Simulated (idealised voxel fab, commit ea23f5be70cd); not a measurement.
This is a process module. Its name is voxel wiring stack.
The figure presents cross-section cut, which has a width of 200 nm and is divided into square cells with an edge length of 5 nm.
For the purposes of this document, a cross-section shall be understood as a grid of square cells, specified as bands listed in top-to-bottom order, each band consisting of one or more rows of cells. The entry gives the band's vertical extent as a top height and a bottom height in nm, then its horizontal make-up as materials from left to right, each with a width in nm. "blank" stands for empty space; a single material marked "everywhere" fills the band edge to edge. The reference from which all heights are counted is 0, the level beneath which the as-received wafer is entirely one material; the lowest band, having no lower bound, proceeds downward and is written after the example "0 down". Per-row width for "30->40": begins at first number (top row of band), ends at second number (bottom row), increment between rows held constant. Step marked "changes: none"? Then no cell in the cross-section changed in it. Reported under the label "Closed void entries" are the empty spaces having no open way to the top and comprising 8 cells or more; the notation for each is width x height at distance, in which the distance is measured from the left edge and all three values are in nm. Anything after a step's settings on that line? It's the simulator's own note about the step. "overlay nm" denotes, for a step that has a mask, the displacement of the mask to the right of its planned place, with negative values corresponding to the left.

[Intended process steps]
| 1 | RECEIVE, material Si |
| 2 | CONFORMAL_DEP, material SiO2, thk nm 15 |
| 3 | DIRECTIONAL_DEP, material TiN, thk nm 5 |
| 4 | DIRECTIONAL_DEP, material Ru, thk nm 15 |
| 5 | MASKED_ETCH, tone cover, mask id METAL_1, width nm 25, pitch nm 50, etch materials Ru, depth nm 15, overlay nm 0 |
| 6 | MASKED_ETCH, tone cover, mask id METAL_1, width nm 25, pitch nm 50, etch materials TiN, depth nm 5, overlay nm 0 |
| 7 | CONFORMAL_DEP, material SiCN, thk nm 5 |
| 8 | FILL_DEP, material SiO2, thk nm 5 |
| 9 | CMP, height nm 35 |
| 10 | CONFORMAL_DEP, material SiCN, thk nm 5 |
| 11 | DIRECTIONAL_DEP, material SiO2, thk nm 20 |
| 12 | DIRECTIONAL_DEP, material aC, thk nm 10 |
| 13 | PATTERN, tone open, mask id PLUG_1, material resist, width nm 15, pitch nm 50, thk nm 25, overlay nm 0 |
| 14 | DIRECTIONAL_ETCH, etch materials aC, depth nm 10 |
| 15 | STRIP, etch materials resist |
| 16 | DIRECTIONAL_ETCH, etch materials SiO2, depth nm 20 |
| 17 | DIRECTIONAL_ETCH, etch materials SiCN, depth nm 5 |
| 18 | STRIP, etch materials aC |
| 19 | EPI, material Ru, thk nm 10 |
| 20 | EPI, material Ru, thk nm 10 |
| 21 | EPI, material Ru, thk nm 5 |
| 22 | DIRECTIONAL_DEP, material TiN, thk nm 5 |
| 23 | DIRECTIONAL_DEP, material Ru, thk nm 20 |
| 24 | MASKED_ETCH, tone cover, mask id METAL_2, width nm 25, pitch nm 50, etch materials Ru, depth nm 20, overlay nm 0 |
| 25 | MASKED_ETCH, tone cover, mask id METAL_2, width nm 25, pitch nm 50, etch materials TiN, depth nm 5, overlay nm 0 |
| 26 | CONFORMAL_DEP, material SiN, thk nm 5 |
| 27 | FILL_DEP, material SiO2, thk nm 10 |
| 28 | CMP, height nm 85 |
| 29 | CONFORMAL_DEP, material SiCN, thk nm 5 |
| 30 | DIRECTIONAL_DEP, material lowk, thk nm 15 |
| 31 | PATTERN, tone open, mask id PLUG_2, material resist, width nm 15, thk nm 15, overlay nm 0 |
| 32 | DIRECTIONAL_ETCH, etch materials lowk, depth nm 15 |
| 33 | DIRECTIONAL_ETCH, etch materials SiCN, depth nm 5 |
| 34 | STRIP, etch materials resist |
| 35 | CONFORMAL_DEP, material TiN, thk nm 5 |
| 36 | FILL_DEP, material Cu, thk nm 10 |
| 37 | CMP, height nm 105 |
| 38 | DIRECTIONAL_DEP, material TiN, thk nm 5 |
| 39 | DIRECTIONAL_DEP, material Ru, thk nm 15 |
| 40 | MASKED_ETCH, tone cover, mask id METAL_3, width nm 25, pitch nm 50, etch materials Ru, depth nm 15, overlay nm 0 |
| 41 | MASKED_ETCH, tone cover, mask id METAL_3, width nm 25, pitch nm 50, etch materials TiN, depth nm 5, overlay nm 0 |
| 42 | CONFORMAL_DEP, material SiCN, thk nm 5 |
| 43 | FILL_DEP, material lowk, thk nm 10 |
| 44 | CMP, height nm 125 |
| 45 | CONFORMAL_DEP, material SiCN, thk nm 5 |

[First wafer of two (run as planned)]

[Incoming wafer in cross-section (state: after step 1)]
> 0 down | Si everywhere
> Closed void entries: none

[Step 2 complete: cross-section through the wafer]
> 15 to 0 | SiO2 everywhere
> Under 0: no change, same as before.

[Step 3 complete: cross-section through the wafer]
> 20 to 15 | TiN everywhere
> Under 15: no change, same as before.

[Step 4 complete: cross-section through the wafer]
> 35 to 20 | Ru everywhere
> Under 20: no change, same as before.

[Step 5 complete: cross-section through the wafer]
> 35 to 20 | blank 60, then Ru 25, then blank 25, then Ru 25, then blank 65
> Under 20: no change, same as before.

[Step 6 complete: cross-section through the wafer]
> 35 to 20 | blank 60, then Ru 25, then blank 25, then Ru 25, then blank 65
> 20 to 15 | blank 60, then TiN 25, then blank 25, then TiN 25, then blank 65
> Under 15: no change, same as before.

[Step 7 complete: cross-section through the wafer]
> 40 to 35 | blank 55, then SiCN 35, then blank 15, then SiCN 35, then blank 60
> 35 to 20 | blank 55, then SiCN 5, then Ru 25, then SiCN 5, then blank 15, then SiCN 5, then Ru 25, then SiCN 5, then blank 60
> 20 to 15 | SiCN 60, then TiN 25, then SiCN 25, then TiN 25, then SiCN 65
> Under 15: no change, same as before.

[Step 8 complete: cross-section through the wafer]
> 45 to 40 | SiO2 everywhere
> 40 to 35 | SiO2 55, then SiCN 35, then SiO2 15, then SiCN 35, then SiO2 60
> 35 to 20 | SiO2 55, then SiCN 5, then Ru 25, then SiCN 5, then SiO2 15, then SiCN 5, then Ru 25, then SiCN 5, then SiO2 60
> Under 20: no change, same as before.

[Step 9 complete: cross-section through the wafer]
> 35 to 20 | SiO2 55, then SiCN 5, then Ru 25, then SiCN 5, then SiO2 15, then SiCN 5, then Ru 25, then SiCN 5, then SiO2 60
> Under 20: no change, same as before.

[Step 10 complete: cross-section through the wafer]
> 40 to 35 | SiCN everywhere
> Under 35: no change, same as before.

[Step 11 complete: cross-section through the wafer]
> 60 to 40 | SiO2 everywhere
> Under 40: no change, same as before.

[Step 12 complete: cross-section through the wafer]
> 70 to 60 | aC everywhere
> Under 60: no change, same as before.

[Step 13 complete: cross-section through the wafer]
> 95 to 70 | resist 60, then blank 15, then resist 35, then blank 15, then resist 75
> Under 70: no change, same as before.

[Step 14 complete: cross-section through the wafer]
> 85 to 70 | resist 60, then blank 15, then resist 35, then blank 15, then resist 75
> 70 to 60 | aC 60, then blank 15, then aC 35, then blank 15, then aC 75
> Under 60: no change, same as before.

[Step 15 complete: cross-section through the wafer]
> 70 to 60 | aC 60, then blank 15, then aC 35, then blank 15, then aC 75
> Under 60: no change, same as before.

[Step 16 complete: cross-section through the wafer]
> 70 to 60 | aC 60, then blank 15, then aC 35, then blank 15, then aC 75
> 60 to 40 | SiO2 60, then blank 15, then SiO2 35, then blank 15, then SiO2 75
> Under 40: no change, same as before.

[Step 17 complete: cross-section through the wafer]
> 70 to 60 | aC 60, then blank 15, then aC 35, then blank 15, then aC 75
> 60 to 40 | SiO2 60, then blank 15, then SiO2 35, then blank 15, then SiO2 75
> 40 to 35 | SiCN 60, then blank 15, then SiCN 35, then blank 15, then SiCN 75
> Under 35: no change, same as before.

[Step 18 complete: cross-section through the wafer]
> 60 to 40 | SiO2 60, then blank 15, then SiO2 35, then blank 15, then SiO2 75
> Under 40: no change, same as before.

[Step 19 complete: cross-section through the wafer]
> 60 to 45 | SiO2 60, then blank 15, then SiO2 35, then blank 15, then SiO2 75
> 45 to 40 | SiO2 60, then Ru 15, then SiO2 35, then Ru 15, then SiO2 75
> 40 to 35 | SiCN 60, then Ru 15, then SiCN 35, then Ru 15, then SiCN 75
> Under 35: no change, same as before.

[Step 20 complete: cross-section through the wafer]
> 60 to 55 | SiO2 60, then blank 15, then SiO2 35, then blank 15, then SiO2 75
> 55 to 40 | SiO2 60, then Ru 15, then SiO2 35, then Ru 15, then SiO2 75
> Under 40: no change, same as before.

[Step 21 complete: cross-section through the wafer]
> 60 to 40 | SiO2 60, then Ru 15, then SiO2 35, then Ru 15, then SiO2 75
> Under 40: no change, same as before.

[Step 22 complete: cross-section through the wafer]
> 65 to 60 | TiN everywhere
> Under 60: no change, same as before.

[Step 23 complete: cross-section through the wafer]
> 85 to 65 | Ru everywhere
> Under 65: no change, same as before.

[Step 24 complete: cross-section through the wafer]
> 85 to 65 | blank 60, then Ru 25, then blank 25, then Ru 25, then blank 65
> Under 65: no change, same as before.

[Step 25 complete: cross-section through the wafer]
> 85 to 65 | blank 60, then Ru 25, then blank 25, then Ru 25, then blank 65
> 65 to 60 | blank 60, then TiN 25, then blank 25, then TiN 25, then blank 65
> Under 60: no change, same as before.

[Step 26 complete: cross-section through the wafer]
> 90 to 85 | blank 55, then SiN 35, then blank 15, then SiN 35, then blank 60
> 85 to 65 | blank 55, then SiN 5, then Ru 25, then SiN 5, then blank 15, then SiN 5, then Ru 25, then SiN 5, then blank 60
> 65 to 60 | SiN 60, then TiN 25, then SiN 25, then TiN 25, then SiN 65
> Under 60: no change, same as before.

[Step 27 complete: cross-section through the wafer]
> 100 to 90 | SiO2 everywhere
> 90 to 85 | SiO2 55, then SiN 35, then SiO2 15, then SiN 35, then SiO2 60
> 85 to 65 | SiO2 55, then SiN 5, then Ru 25, then SiN 5, then SiO2 15, then SiN 5, then Ru 25, then SiN 5, then SiO2 60
> Under 65: no change, same as before.

[Step 28 complete: cross-section through the wafer]
> 85 to 65 | SiO2 55, then SiN 5, then Ru 25, then SiN 5, then SiO2 15, then SiN 5, then Ru 25, then SiN 5, then SiO2 60
> Under 65: no change, same as before.

[Step 29 complete: cross-section through the wafer]
> 90 to 85 | SiCN everywhere
> Under 85: no change, same as before.

[Step 30 complete: cross-section through the wafer]
> 105 to 90 | lowk everywhere
> Under 90: no change, same as before.

[Step 31 complete: cross-section through the wafer]
> 120 to 105 | resist 60, then blank 15, then resist 125
> Under 105: no change, same as before.

[Step 32 complete: cross-section through the wafer]
> 120 to 105 | resist 60, then blank 15, then resist 125
> 105 to 90 | lowk 60, then blank 15, then lowk 125
> Under 90: no change, same as before.

[Step 33 complete: cross-section through the wafer]
> 120 to 105 | resist 60, then blank 15, then resist 125
> 105 to 90 | lowk 60, then blank 15, then lowk 125
> 90 to 85 | SiCN 60, then blank 15, then SiCN 125
> Under 85: no change, same as before.

[Step 34 complete: cross-section through the wafer]
> 105 to 90 | lowk 60, then blank 15, then lowk 125
> Under 90: no change, same as before.

[Step 35 complete: cross-section through the wafer]
> 110 to 105 | TiN 65, then blank 5, then TiN 130
> 105 to 90 | lowk 60, then TiN 5, then blank 5, then TiN 5, then lowk 125
> 90 to 85 | SiCN 60, then TiN 15, then SiCN 125
> Under 85: no change, same as before.

[Step 36 complete: cross-section through the wafer]
> 120 to 110 | Cu everywhere
> 110 to 105 | TiN 65, then Cu 5, then TiN 130
> 105 to 90 | lowk 60, then TiN 5, then Cu 5, then TiN 5, then lowk 125
> Under 90: no change, same as before.

[Step 37 complete: cross-section through the wafer]
> 105 to 90 | lowk 60, then TiN 5, then Cu 5, then TiN 5, then lowk 125
> Under 90: no change, same as before.

[Step 38 complete: cross-section through the wafer]
> 110 to 105 | TiN everywhere
> Under 105: no change, same as before.

[Step 39 complete: cross-section through the wafer]
> 125 to 110 | Ru everywhere
> Under 110: no change, same as before.

[Step 40 complete: cross-section through the wafer]
> 125 to 110 | blank 60, then Ru 25, then blank 25, then Ru 25, then blank 65
> Under 110: no change, same as before.

[Step 41 complete: cross-section through the wafer]
> 125 to 110 | blank 60, then Ru 25, then blank 25, then Ru 25, then blank 65
> 110 to 105 | blank 60, then TiN 25, then blank 25, then TiN 25, then blank 65
> Under 105: no change, same as before.

[Step 42 complete: cross-section through the wafer]
> 130 to 125 | blank 55, then SiCN 35, then blank 15, then SiCN 35, then blank 60
> 125 to 110 | blank 55, then SiCN 5, then Ru 25, then SiCN 5, then blank 15, then SiCN 5, then Ru 25, then SiCN 5, then blank 60
> 110 to 105 | SiCN 60, then TiN 25, then SiCN 25, then TiN 25, then SiCN 65
> Under 105: no change, same as before.

[Step 43 complete: cross-section through the wafer]
> 140 to 130 | lowk everywhere
> 130 to 125 | lowk 55, then SiCN 35, then lowk 15, then SiCN 35, then lowk 60
> 125 to 110 | lowk 55, then SiCN 5, then Ru 25, then SiCN 5, then lowk 15, then SiCN 5, then Ru 25, then SiCN 5, then lowk 60
> Under 110: no change, same as before.

[Step 44 complete: cross-section through the wafer]
> 125 to 110 | lowk 55, then SiCN 5, then Ru 25, then SiCN 5, then lowk 15, then SiCN 5, then Ru 25, then SiCN 5, then lowk 60
> Under 110: no change, same as before.

[Step 45 complete: cross-section through the wafer]
> 130 to 125 | SiCN everywhere
> Under 125: no change, same as before.

[Second wafer: same start and same plan as the first, one execution error; identical to the first through step 30]

[Second wafer cross-section, taken as of the time the plan sets for step 31 to be done]
> 120 to 105 | resist 60, then blank 20, then resist 120
> Under 105: no change, same as before.

[Second wafer cross-section, taken as of the time the plan sets for step 32 to be done]
> 120 to 105 | resist 60, then blank 20, then resist 120
> 105 to 90 | lowk 60, then blank 20, then lowk 120
> Under 90: no change, same as before.

[Second wafer cross-section, taken as of the time the plan sets for step 33 to be done]
> 120 to 105 | resist 60, then blank 20, then resist 120
> 105 to 90 | lowk 60, then blank 20, then lowk 120
> 90 to 85 | SiCN 60, then blank 20, then SiCN 120
> Under 85: no change, same as before.

[Second wafer cross-section, taken as of the time the plan sets for step 34 to be done]
> 105 to 90 | lowk 60, then blank 20, then lowk 120
> Under 90: no change, same as before.

[Second wafer cross-section, taken as of the time the plan sets for step 35 to be done]
> 110 to 105 | TiN 65, then blank 10, then TiN 125
> 105 to 90 | lowk 60, then TiN 5, then blank 10, then TiN 5, then lowk 120
> 90 to 85 | SiCN 60, then TiN 20, then SiCN 120
> Under 85: no change, same as before.

[Second wafer cross-section, taken as of the time the plan sets for step 36 to be done]
> 120 to 110 | Cu everywhere
> 110 to 105 | TiN 65, then Cu 10, then TiN 125
> 105 to 90 | lowk 60, then TiN 5, then Cu 10, then TiN 5, then lowk 120
> Under 90: no change, same as before.

[Second wafer cross-section, taken as of the time the plan sets for step 37 to be done]
> 105 to 90 | lowk 60, then TiN 5, then Cu 10, then TiN 5, then lowk 120
> Under 90: no change, same as before.

[Second wafer cross-section, taken as of the time the plan sets for step 38 to be done]
> 110 to 105 | TiN everywhere
> Under 105: no change, same as before.

[Second wafer cross-section, taken as of the time the plan sets for step 39 to be done]
> 125 to 110 | Ru everywhere
> Under 110: no change, same as before.

[Second wafer cross-section, taken as of the time the plan sets for step 40 to be done]
> 125 to 110 | blank 60, then Ru 25, then blank 25, then Ru 25, then blank 65
> Under 110: no change, same as before.

[Second wafer cross-section, taken as of the time the plan sets for step 41 to be done]
> 125 to 110 | blank 60, then Ru 25, then blank 25, then Ru 25, then blank 65
> 110 to 105 | blank 60, then TiN 25, then blank 25, then TiN 25, then blank 65
> Under 105: no change, same as before.

[Second wafer cross-section, taken as of the time the plan sets for step 42 to be done]
> 130 to 125 | blank 55, then SiCN 35, then blank 15, then SiCN 35, then blank 60
> 125 to 110 | blank 55, then SiCN 5, then Ru 25, then SiCN 5, then blank 15, then SiCN 5, then Ru 25, then SiCN 5, then blank 60
> 110 to 105 | SiCN 60, then TiN 25, then SiCN 25, then TiN 25, then SiCN 65
> Under 105: no change, same as before.

[Second wafer cross-section, taken as of the time the plan sets for step 43 to be done]
> 140 to 130 | lowk everywhere
> 130 to 125 | lowk 55, then SiCN 35, then lowk 15, then SiCN 35, then lowk 60
> 125 to 110 | lowk 55, then SiCN 5, then Ru 25, then SiCN 5, then lowk 15, then SiCN 5, then Ru 25, then SiCN 5, then lowk 60
> Under 110: no change, same as before.

[Second wafer cross-section, taken as of the time the plan sets for step 44 to be done]
> 125 to 110 | lowk 55, then SiCN 5, then Ru 25, then SiCN 5, then lowk 15, then SiCN 5, then Ru 25, then SiCN 5, then lowk 60
> Under 110: no change, same as before.

[Second wafer cross-section, taken as of the time the plan sets for step 45 to be done]
> 130 to 125 | SiCN everywhere
> Under 125: no change, same as before.
The mistake made against the process plan was this: step 31 did not happen as planned, as run it was PATTERN, tone open, mask id PLUG_2, material resist, width nm 20, thk nm 15, overlay nm 0
End of process, cell counts, second wafer against first, materials with more or fewer: +3 Cu | -1 SiCN | +1 TiN | -3 lowk
